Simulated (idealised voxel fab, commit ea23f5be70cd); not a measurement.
This is a process module. Its name is voxel double patterning.
The cross-section on display is named cut; it measures 300 nm wide, and its cells are 5 nm squares.
When this document writes out a cross-section, it uses a grid of square cells and lists it as bands, beginning at the top and moving down, with a band standing for one or more rows of cells. Top height, bottom height, nm. Materials left to right, width each, nm. Single material + "full width" = fills band edge to edge. "blank" = empty. Height datum 0, below which the as-received substrate wafer is one material. Lowest band open at the bottom, running downward: "0 nm and below". Width "30->40": first value at the band's top row of cells, second value at its bottom row, equal change from row to row. "same as before" (step): cross-section cells unchanged, all of them. If an empty space has no open way to the top and is at least 8 cells in size, "Enclosed cavity list" lists it, written width x height at distance, where distance is measured from the left edge and every value is in nm. What comes after the settings on a step's line is commentary from the simulator itself on that step. The line of a step may include "overlay nm". On a step with a mask, this value is how far to the right of its planned place the mask lay. A negative value means the mask lay to the left.
The planned process steps are enumerated hereunder
- 1: op RECEIVE | material Si
- 2: op CONFORMAL_DEP | material SiN | thk nm 5
- 3: op DIRECTIONAL_DEP | material SiO2 | thk nm 20
- 4: op DIRECTIONAL_DEP | material SiCN | thk nm 10
- 5: op DIRECTIONAL_DEP | material aC | thk nm 10
- 6: op PATTERN | tone open | mask id FIRST | material resist | width nm 15 | pitch nm 50 | thk nm 25 | overlay nm 0
- 7: op DIRECTIONAL_ETCH | etch materials aC | depth nm 10
- 8: op STRIP | etch materials resist
- 9: op DIRECTIONAL_ETCH | etch materials SiCN | depth nm 10
- 10: op STRIP | etch materials aC
- 11: op DIRECTIONAL_DEP | material aC | thk nm 10
- 12: op PATTERN | tone open | mask id SECOND | material resist | width nm 15 | pitch nm 50 | thk nm 30 | overlay nm 0
- 13: op DIRECTIONAL_ETCH | etch materials aC | depth nm 10
- 14: op STRIP | etch materials resist
- 15: op DIRECTIONAL_ETCH | etch materials SiCN | depth nm 10
- 16: op STRIP | etch materials aC
- 17: op DIRECTIONAL_ETCH | etch materials SiO2 | depth nm 20
- 18: op STRIP | etch materials SiCN
Shown in cross-section is the wafer as received, that is, as it stands after step 1
  0 nm and below  Si full width
  Enclosed cavity list: none
Post-module cross-section: identical start and plan to those above, one misstep in execution
  15 nm to 5 nm  90 nm SiO2  15 nm blank  10 nm SiO2  15 nm blank  10 nm SiO2  15 nm blank  10 nm SiO2  15 nm blank  10 nm SiO2  15 nm blank  95 nm SiO2
  5 nm to 0 nm  SiN full width
  0 nm and below  Si full width
  Enclosed cavity list: none
Want to know what went wrong? planned and actual differ for step 3; actual: op DIRECTIONAL_DEP | material SiO2 | thk nm 10
